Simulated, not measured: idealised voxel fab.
process module | voxel self aligned vias
It is cross-section cut that appears here, measuring 290 nm in width, its square cells being 5 nm in size.
Cross-sections here: square-cell grids, written as top-down lists of bands, a band being one or more rows of cells.
Per band: top height and bottom height in nm, followed by the left-to-right materials and their widths in nm; "full width" marks a single material spanning edge to edge, "air" marks empty space.
Heights are reckoned from 0. Under this level, the received wafer is all of one material. The bottommost band is open-ended downward, for example "top 0, no bottom".
Top row gets the first number, bottom row gets the second, and each row in between changes by the same step: that is how a band width like "30..40" works.
"nothing different" -> step changed no cross-section cell.
Closed-off voids of 8+ cells (no open route to the top) go in "Sealed void listing", written width x height at distance from the left edge, in nm.
On each step's line, the part that comes after the settings is the simulator's own comment on the step.
If you see "overlay nm" on a step's line and that step has a mask, it's telling you how far right of where it was planned the mask ended up; a negative number means it went left instead.

Steps planned for the process
1 RECEIVE with material Si
2 CONFORMAL_DEP with material SiO2, thk nm 10
3 CONFORMAL_DEP with material SiCN, thk nm 5
4 DIRECTIONAL_DEP with material lowk, thk nm 30
5 DIRECTIONAL_DEP with material aC, thk nm 10
6 PATTERN with tone open, mask id LINES, material resist, width nm 30, pitch nm 80, thk nm 25, overlay nm 0
7 DIRECTIONAL_ETCH with etch materials aC, depth nm 10
8 STRIP with etch materials resist
9 DIRECTIONAL_ETCH with etch materials lowk, depth nm 30
10 STRIP with etch materials aC
11 CONFORMAL_DEP with material TiN, thk nm 5
12 FILL_DEP with material Ru, thk nm 5
13 CMP with height nm 45
14 SELECTIVE_ETCH with etch materials W Ru TiN, depth nm 10
15 FILL_DEP with material SiN, thk nm 5
16 CMP with height nm 45
17 DIRECTIONAL_DEP with material lowk, thk nm 15
18 DIRECTIONAL_DEP with material aC, thk nm 15
19 PATTERN with tone open, mask id VIAS, material resist, width nm 50, pitch nm 80, thk nm 35, overlay nm 0
20 DIRECTIONAL_ETCH with etch materials aC, depth nm 15
21 STRIP with etch materials resist
22 DIRECTIONAL_ETCH with etch materials lowk, depth nm 15
23 DIRECTIONAL_ETCH with etch materials SiN, depth nm 10
24 STRIP with etch materials aC
25 CONFORMAL_DEP with material TiN, thk nm 5
26 FILL_DEP with material Ru, thk nm 5
27 CMP with height nm 60
28 CONFORMAL_DEP with material SiCN, thk nm 5

Cross-sectional view of the wafer in its as-received condition, corresponding to the state after step 1
> top 0, no bottom | Si full width
> Sealed void listing: none

The plan above was carried out on the starting structure above with one mistake, and this cross-section shows the wafer at the end of the module
> top 65, bottom 60 | SiCN full width
> top 60, bottom 50 | lowk 80 | TiN 5 | Ru 40 | TiN 5 | lowk 30 | TiN 5 | Ru 40 | TiN 5 | lowk 80
> top 50, bottom 45 | lowk 80 | TiN 50 | lowk 30 | TiN 50 | lowk 80
> top 45, bottom 35 | SiN 80 | TiN 10 | lowk 30 | TiN 10 | SiN 30 | TiN 10 | lowk 30 | TiN 10 | SiN 80
> top 35, bottom 20 | Ru 85 | TiN 5 | lowk 30 | TiN 5 | Ru 40 | TiN 5 | lowk 30 | TiN 5 | Ru 85
> top 20, bottom 15 | TiN 90 | lowk 30 | TiN 50 | lowk 30 | TiN 90
> top 15, bottom 10 | SiCN full width
> top 10, bottom 0 | SiO2 full width
> top 0, no bottom | Si full width
> Sealed void listing: none
Nonconformance to the process plan: step 6 off recipe, ran as PATTERN with tone cover, mask id LINES, material resist, width nm 30, pitch nm 80, thk nm 25, overlay nm 0
